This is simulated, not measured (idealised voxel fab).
Name of the process module below: voxel fin reveal
Section shown: cut. Width: 220 nm. Cell size: 5 nm, square.
Bands, listed from the top down, are how a cross-section gets written in this document; the cross-section itself is a grid of square cells, and a band is one or more rows of them.
Each band's line starts with the height of the band's top and of its bottom, in nm. Then come its materials from left to right, each with its width in nm. One material with "throughout" fills the band from edge to edge. "air" is empty space.
Basically, 0 is our baseline, since under it the wafer straight out of the box is all one material. The bottom band has no lower end and keeps on going down, so it looks like "0 and below".
It should be noted that a width expressed as "30->40" varies in equal increments from row to row of cells within the band, taking the value of the first number at the top row and that of the second number at the bottom row.
"nothing altered" means the step left every cell of the cross-section as it was.
Heads up: "Fully sealed voids" only lists the empty pockets with no open path to the top that are 8 cells or more, and it writes them as width x height at distance, distance from the left edge, in nm.
Formally, on a step line, whatever follows the settings is a remark that the simulator itself makes on the step.
Steps that use a mask can have "overlay nm" on their line. It says how far the mask sat to the right of where it was meant to be. Negative means to the left.

-- The process steps that were planned are listed below
step 1: RECEIVE, material Si
step 2: CONFORMAL_DEP, material SiN, thk nm 10
step 3: MASKED_ETCH, tone cover, mask id FINS, width nm 15, pitch nm 45, etch materials SiN, depth nm 10, overlay nm 0
step 4: MASKED_ETCH, tone cover, mask id FINS, width nm 15, pitch nm 45, etch materials Si, depth nm 35, overlay nm 0
step 5: OXIDIZE, depth nm 5
step 6: FILL_DEP, material SiO2, thk nm 10
step 7: CMP, height nm 10
step 8: SELECTIVE_ETCH, etch materials SiO2, depth nm 35
step 9: STRIP, etch materials SiN

-- Step 1 complete: cross-section of the wafer as received
  0 and below  Si throughout
  Fully sealed voids: none

-- Cross-section: first of two wafers, module finished, run according to plan
  0 down to -25  air 85 nm  Si 5 nm  air 40 nm  Si 5 nm  air 85 nm
  -25 down to -40  SiO2 85 nm  Si 5 nm  SiO2 40 nm  Si 5 nm  SiO2 85 nm
  -40 and below  Si throughout
  Fully sealed voids: none

-- Now the second wafer, cross-sectioned at the end of the module. Nothing different at the start, nothing different in the plan compared with the first, just one mistake when it was actually run
  10 down to 0  air 80 nm  SiN 15 nm  air 30 nm  SiN 15 nm  air 80 nm
  0 down to -40  air 85 nm  Si 5 nm  air 40 nm  Si 5 nm  air 85 nm
  -40 and below  Si throughout
  Fully sealed voids: none
Deviation from plan: step 9 changed vs plan, executed as STRIP, etch materials SiO2
FYI, end of process, the second wafer has more or fewer cells of some materials than the first: 12 more of SiN; 126 fewer of SiO2
